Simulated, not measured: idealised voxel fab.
The process module that follows is named voxel self aligned vias.
We display cut, a cross-section 190 nm in width whose square cells are each 5 nm.
Cross-section, as written here: a square-cell grid given band by band from the top down, where a band holds one or more rows of cells. Quick guide to a band line: top height, bottom height (nm) up front; then every material left to right with its width in nm. Only one material and it's marked "throughout"? Then it fills the band edge to edge. And "air" just means empty space. Where do heights start? At 0: under that level the wafer as delivered is made of one material only. And the lowest band has no floor; it just carries on downward, as in "0 down". Think of "30..40" as a width that walks from the first number to the second as you go down the band, top row to bottom row, taking equal-sized steps from row to row. It should be understood that the words "nothing different", when stated for a given step, signify that the cross-section underwent no change in any of its cells during that step. Closed empty spaces (no open way to the top) of 8 cells or more are what "Closed voids list" lists, each as width x height at distance from the left edge, nm for all three. Heads up: the bit after the settings on a step's line is the simulator's remark on that step. overlay nm: on a step with a mask, how far right of its planned place the mask lay; negative means left.

THE FOLLOWING LIST GIVES THE PLANNED PROCESS STEPS
1: RECEIVE | material Si
2: CONFORMAL_DEP | material SiO2 | thk nm 15
3: CONFORMAL_DEP | material SiCN | thk nm 5
4: DIRECTIONAL_DEP | material SiO2 | thk nm 30
5: PATTERN | tone open | mask id LINES | material resist | width nm 20 | pitch nm 60 | thk nm 20 | overlay nm 0
6: DIRECTIONAL_ETCH | etch materials SiO2 | depth nm 30
7: STRIP | etch materials resist
8: CONFORMAL_DEP | material TiN | thk nm 5
9: FILL_DEP | material Ru | thk nm 10
10: CMP | height nm 50
11: SELECTIVE_ETCH | etch materials W Ru TiN | depth nm 5
12: FILL_DEP | material SiN | thk nm 10
13: CMP | height nm 50
14: DIRECTIONAL_DEP | material SiO2 | thk nm 15
15: PATTERN | tone open | mask id VIAS | material resist | width nm 40 | thk nm 15 | overlay nm 0
16: DIRECTIONAL_ETCH | etch materials SiO2 | depth nm 15
17: DIRECTIONAL_ETCH | etch materials SiN | depth nm 5
18: STRIP | etch materials resist
19: CONFORMAL_DEP | material TiN | thk nm 5
20: FILL_DEP | material Ru | thk nm 5
21: CMP | height nm 65
22: CONFORMAL_DEP | material SiN | thk nm 5

THE FIRST OF THE TWO WAFERS, WHICH RAN AS PLANNED

CROSS-SECTION OF THE WAFER UPON ARRIVAL, REPRESENTING THE STATE REACHED AFTER STEP 1
0 down  Si throughout
Closed voids list: none

CROSS-SECTION THROUGH THE WAFER, STEP 2 FINISHED
15 to 0  SiO2 throughout
Nothing below the height 0 has changed.

CROSS-SECTION THROUGH THE WAFER, STEP 3 FINISHED
20 to 15  SiCN throughout
Nothing below the height 15 has changed.

CROSS-SECTION THROUGH THE WAFER, STEP 4 FINISHED
50 to 20  SiO2 throughout
Nothing below the height 20 has changed.

CROSS-SECTION THROUGH THE WAFER, STEP 5 FINISHED
70 to 50  resist 55 nm | air 20 nm | resist 40 nm | air 20 nm | resist 55 nm
Nothing below the height 50 has changed.

CROSS-SECTION THROUGH THE WAFER, STEP 6 FINISHED
70 to 50  resist 55 nm | air 20 nm | resist 40 nm | air 20 nm | resist 55 nm
50 to 20  SiO2 55 nm | air 20 nm | SiO2 40 nm | air 20 nm | SiO2 55 nm
Nothing below the height 20 has changed.

CROSS-SECTION THROUGH THE WAFER, STEP 7 FINISHED
50 to 20  SiO2 55 nm | air 20 nm | SiO2 40 nm | air 20 nm | SiO2 55 nm
Nothing below the height 20 has changed.

CROSS-SECTION THROUGH THE WAFER, STEP 8 FINISHED
55 to 50  TiN 60 nm | air 10 nm | TiN 50 nm | air 10 nm | TiN 60 nm
50 to 25  SiO2 55 nm | TiN 5 nm | air 10 nm | TiN 5 nm | SiO2 40 nm | TiN 5 nm | air 10 nm | TiN 5 nm | SiO2 55 nm
25 to 20  SiO2 55 nm | TiN 20 nm | SiO2 40 nm | TiN 20 nm | SiO2 55 nm
Nothing below the height 20 has changed.

CROSS-SECTION THROUGH THE WAFER, STEP 9 FINISHED
65 to 55  Ru throughout
55 to 50  TiN 60 nm | Ru 10 nm | TiN 50 nm | Ru 10 nm | TiN 60 nm
50 to 25  SiO2 55 nm | TiN 5 nm | Ru 10 nm | TiN 5 nm | SiO2 40 nm | TiN 5 nm | Ru 10 nm | TiN 5 nm | SiO2 55 nm
Nothing below the height 25 has changed.

CROSS-SECTION THROUGH THE WAFER, STEP 10 FINISHED
50 to 25  SiO2 55 nm | TiN 5 nm | Ru 10 nm | TiN 5 nm | SiO2 40 nm | TiN 5 nm | Ru 10 nm | TiN 5 nm | SiO2 55 nm
Nothing below the height 25 has changed.

CROSS-SECTION THROUGH THE WAFER, STEP 11 FINISHED
50 to 45  SiO2 55 nm | air 20 nm | SiO2 40 nm | air 20 nm | SiO2 55 nm
Nothing below the height 45 has changed.

CROSS-SECTION THROUGH THE WAFER, STEP 12 FINISHED
60 to 50  SiN throughout
50 to 45  SiO2 55 nm | SiN 20 nm | SiO2 40 nm | SiN 20 nm | SiO2 55 nm
Nothing below the height 45 has changed.

CROSS-SECTION THROUGH THE WAFER, STEP 13 FINISHED
50 to 45  SiO2 55 nm | SiN 20 nm | SiO2 40 nm | SiN 20 nm | SiO2 55 nm
Nothing below the height 45 has changed.

CROSS-SECTION THROUGH THE WAFER, STEP 14 FINISHED
65 to 50  SiO2 throughout
Nothing below the height 50 has changed.

CROSS-SECTION THROUGH THE WAFER, STEP 15 FINISHED
80 to 65  resist 45 nm | air 40 nm | resist 105 nm
Nothing below the height 65 has changed.

CROSS-SECTION THROUGH THE WAFER, STEP 16 FINISHED
80 to 65  resist 45 nm | air 40 nm | resist 105 nm
65 to 50  SiO2 45 nm | air 40 nm | SiO2 105 nm
Nothing below the height 50 has changed.

CROSS-SECTION THROUGH THE WAFER, STEP 17 FINISHED
80 to 65  resist 45 nm | air 40 nm | resist 105 nm
65 to 50  SiO2 45 nm | air 40 nm | SiO2 105 nm
50 to 45  SiO2 55 nm | air 20 nm | SiO2 40 nm | SiN 20 nm | SiO2 55 nm
Nothing below the height 45 has changed.

CROSS-SECTION THROUGH THE WAFER, STEP 18 FINISHED
65 to 50  SiO2 45 nm | air 40 nm | SiO2 105 nm
Nothing below the height 50 has changed.

CROSS-SECTION THROUGH THE WAFER, STEP 19 FINISHED
70 to 65  TiN 50 nm | air 30 nm | TiN 110 nm
65 to 55  SiO2 45 nm | TiN 5 nm | air 30 nm | TiN 5 nm | SiO2 105 nm
55 to 50  SiO2 45 nm | TiN 15 nm | air 10 nm | TiN 15 nm | SiO2 105 nm
50 to 45  SiO2 55 nm | TiN 20 nm | SiO2 40 nm | SiN 20 nm | SiO2 55 nm
Nothing below the height 45 has changed.

CROSS-SECTION THROUGH THE WAFER, STEP 20 FINISHED
75 to 70  Ru throughout
70 to 65  TiN 50 nm | Ru 30 nm | TiN 110 nm
65 to 55  SiO2 45 nm | TiN 5 nm | Ru 30 nm | TiN 5 nm | SiO2 105 nm
55 to 50  SiO2 45 nm | TiN 15 nm | Ru 10 nm | TiN 15 nm | SiO2 105 nm
Nothing below the height 50 has changed.

CROSS-SECTION THROUGH THE WAFER, STEP 21 FINISHED
65 to 55  SiO2 45 nm | TiN 5 nm | Ru 30 nm | TiN 5 nm | SiO2 105 nm
Nothing below the height 55 has changed.

CROSS-SECTION THROUGH THE WAFER, STEP 22 FINISHED
70 to 65  SiN throughout
Nothing below the height 65 has changed.

SECOND WAFER: SAME START AND SAME PLAN AS THE FIRST, ONE EXECUTION ERROR; IDENTICAL TO THE FIRST THROUGH STEP 14

CROSS-SECTION: SECOND WAFER, TIME AT WHICH STEP 15 WAS SCHEDULED TO END
80 to 65  air 45 nm | resist 40 nm | air 105 nm
Nothing below the height 65 has changed.

CROSS-SECTION: SECOND WAFER, TIME AT WHICH STEP 16 WAS SCHEDULED TO END
80 to 65  air 45 nm | resist 40 nm | air 105 nm
65 to 50  air 45 nm | SiO2 40 nm | air 105 nm
Nothing below the height 50 has changed.

CROSS-SECTION: SECOND WAFER, TIME AT WHICH STEP 17 WAS SCHEDULED TO END
80 to 65  air 45 nm | resist 40 nm | air 105 nm
65 to 50  air 45 nm | SiO2 40 nm | air 105 nm
50 to 45  SiO2 55 nm | SiN 20 nm | SiO2 40 nm | air 20 nm | SiO2 55 nm
Nothing below the height 45 has changed.

CROSS-SECTION: SECOND WAFER, TIME AT WHICH STEP 18 WAS SCHEDULED TO END
65 to 50  air 45 nm | SiO2 40 nm | air 105 nm
Nothing below the height 50 has changed.

CROSS-SECTION: SECOND WAFER, TIME AT WHICH STEP 19 WAS SCHEDULED TO END
70 to 65  air 40 nm | TiN 50 nm | air 100 nm
65 to 55  air 40 nm | TiN 5 nm | SiO2 40 nm | TiN 5 nm | air 100 nm
55 to 50  TiN 45 nm | SiO2 40 nm | TiN 35 nm | air 10 nm | TiN 60 nm
50 to 45  SiO2 55 nm | SiN 20 nm | SiO2 40 nm | TiN 20 nm | SiO2 55 nm
Nothing below the height 45 has changed.

CROSS-SECTION: SECOND WAFER, TIME AT WHICH STEP 20 WAS SCHEDULED TO END
75 to 70  Ru throughout
70 to 65  Ru 40 nm | TiN 50 nm | Ru 100 nm
65 to 55  Ru 40 nm | TiN 5 nm | SiO2 40 nm | TiN 5 nm | Ru 100 nm
55 to 50  TiN 45 nm | SiO2 40 nm | TiN 35 nm | Ru 10 nm | TiN 60 nm
Nothing below the height 50 has changed.

CROSS-SECTION: SECOND WAFER, TIME AT WHICH STEP 21 WAS SCHEDULED TO END
65 to 55  Ru 40 nm | TiN 5 nm | SiO2 40 nm | TiN 5 nm | Ru 100 nm
Nothing below the height 55 has changed.

CROSS-SECTION: SECOND WAFER, TIME AT WHICH STEP 22 WAS SCHEDULED TO END
70 to 65  SiN throughout
Nothing below the height 65 has changed.
Here's what went sideways: step 15 was not run as planned; what actually ran was PATTERN | tone cover | mask id VIAS | material resist | width nm 40 | thk nm 15 | overlay nm 0
Upon completion, the second wafer contains, in terms of cells, a greater or smaller amount of certain materials than the first wafer: 44 more of Ru, 66 fewer of SiO2, 22 more of TiN
